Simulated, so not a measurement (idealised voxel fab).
The name of this process module is voxel released beams.
For reference, the cross-section in this document is cut, with width 290 nm and square cells of 5 nm.
Cross-section = grid of square cells, listed top down in bands; band = one or more rows. It is stipulated that each band's entry specify, in nanometres, the height of the top of the band and then that of its bottom, followed by the materials of the band in left-to-right sequence, each together with its width in nanometres. A single material marked by the word "all across" is understood to fill the band from edge to edge; the word "blank" is understood to denote empty space. Height is counted from the level 0, under which the received wafer is composed throughout of one material. The lowest of the bands is not closed at the bottom but continues downward, in the notation "top 0, no bottom". The expression "30..40" gives the width at the extremes of the band, the first number at its top row of cells and the second at its bottom row, with the width changing by equal amounts from each row to the next in between. Key: "remained the same" - step with no changed cell in the cross-section. Entry "Completely sealed voids". Content: empty spaces with no open connection to the top, size 8 cells or greater. Each: width x height at distance. Distance: from left edge. Unit: nm. If you see something after the settings on a step's line, that's the simulator's own remark about that step. The line of a step may include "overlay nm". On a step with a mask, this value is how far to the right of its planned place the mask lay. A negative value means the mask lay to the left.
Process steps foreseen in the plan
- 1: op RECEIVE | material Si
- 2: op CONFORMAL_DEP | material Al2O3 | thk nm 10
- 3: op DIRECTIONAL_DEP | material SiO2 | thk nm 10
- 4: op PATTERN | tone open | mask id ANCHOR | material resist | width nm 25 | thk nm 20 | overlay nm 0
- 5: op DIRECTIONAL_ETCH | etch materials SiO2 | depth nm 10
- 6: op STRIP | etch materials resist
- 7: op CONFORMAL_DEP | material SiN | thk nm 10
- 8: op MASKED_ETCH | tone cover | mask id BEAM | width nm 80 | etch materials SiN | depth nm 10 | overlay nm 0
- 9: op STRIP | etch materials SiO2
Shown in cross-section is the wafer as received, that is, as it stands after step 1
	top 0, no bottom: Si all across
	Completely sealed voids: none
Sectioned view, first of two wafers, at the close of the module, processed as intended in the plan
	top 30, bottom 20: 100 of blank  15 of SiN  5 of blank  60 of SiN  110 of blank
	top 20, bottom 10: 105 of blank  25 of SiN  160 of blank
	top 10, bottom 0: Al2O3 all across
	top 0, no bottom: Si all across
	Completely sealed voids: none
Second of two wafers, module complete, sectioned: it shares the first wafer's start and plan but was run with one mistake
	top 30, bottom 20: 105 of blank  10 of SiN  5 of blank  65 of SiN  105 of blank
	top 20, bottom 10: 105 of blank  25 of SiN  160 of blank
	top 10, bottom 0: Al2O3 all across
	top 0, no bottom: Si all across
	Completely sealed voids: none
Against the plan, the run slipped here: for step 8, the planned setting was not used; the step was instead run as op MASKED_ETCH | tone cover | mask id BEAM | width nm 80 | etch materials SiN | depth nm 10 | overlay nm 5
When the process is done, the second wafer contains the same cell count of every material as the first wafer, but distributed over other locations.
